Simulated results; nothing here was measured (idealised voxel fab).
Module name: voxel ribs on slabs (process module)
Cross-section cut: width 295 nm, square cells of 5 nm.
In this document a cross-section is written as a grid of square cells. It is given as a series of bands, listed from the top down, and a band is one or more rows of cells.
Within each band entry, the heights of the top and of the bottom of the band appear first, in that order and in nm; the materials of the band then follow from left to right, each with its corresponding width in nm. The designation "everywhere" on a single material indicates that it fills the band from edge to edge; the designation "air" indicates empty space.
Heights from 0 (as-received wafer is one material below). Bottom band endless downward, as "0 and below".
Read "30..40" as a graded width: first number on top, second number at the bottom, same change between each pair of neighbouring rows.
Step marked "remained unchanged"? Then no cell in the cross-section changed in it.
"Enclosed void listing" enumerates empty spaces isolated from the top, with no open way to it, that contain at least 8 cells, giving each as width x height at distance from the left edge, all three in nm.
Formally, on a step line, whatever follows the settings is a remark that the simulator itself makes on the step.
overlay nm: mask offset rightward from planned place, masked step; negative means leftward offset.
So here's the lineup of process steps we planned:
- 1: op RECEIVE | material Si
- 2: op DIRECTIONAL_DEP | material SiO2 | thk nm 30
- 3: op DIRECTIONAL_DEP | material polySi | thk nm 25
- 4: op PATTERN | tone cover | mask id RIB | material resist | width nm 30 | thk nm 20 | overlay nm 0
- 5: op DIRECTIONAL_ETCH | etch materials polySi | depth nm 15
- 6: op STRIP | etch materials resist
- 7: op MASKED_ETCH | tone cover | mask id SLAB | width nm 60 | etch materials polySi | depth nm 10 | overlay nm 0
- 8: op FILL_DEP | material SiO2 | thk nm 30
- 9: op CMP | height nm 75
- 10: op DIRECTIONAL_DEP | material W | thk nm 5
- 11: op DIRECTIONAL_DEP | material aC | thk nm 10
- 12: op PATTERN | tone cover | mask id HEATER | material resist | width nm 40 | thk nm 25 | overlay nm 0
- 13: op DIRECTIONAL_ETCH | etch materials aC | depth nm 10
- 14: op STRIP | etch materials resist
- 15: op DIRECTIONAL_ETCH | etch materials W | depth nm 5
- 16: op STRIP | etch materials aC
- 17: op CONFORMAL_DEP | material SiO2 | thk nm 10
Delivered wafer in cross-section: state after step 1:
- 0 and below = Si everywhere
- Enclosed void listing: none
End-of-module cross-section. Starting structure and process plan as above; one mistake made in running it:
- 80 down to 75 = air 125 nm  W 40 nm  air 130 nm
- 75 down to 55 = SiO2 everywhere
- 55 down to 40 = SiO2 130 nm  polySi 30 nm  SiO2 135 nm
- 40 down to 30 = SiO2 115 nm  polySi 60 nm  SiO2 120 nm
- 30 down to 0 = SiO2 everywhere
- 0 and below = Si everywhere
- Enclosed void listing: none
Error vs. plan: step 17 from the plan never happened, it was just skipped
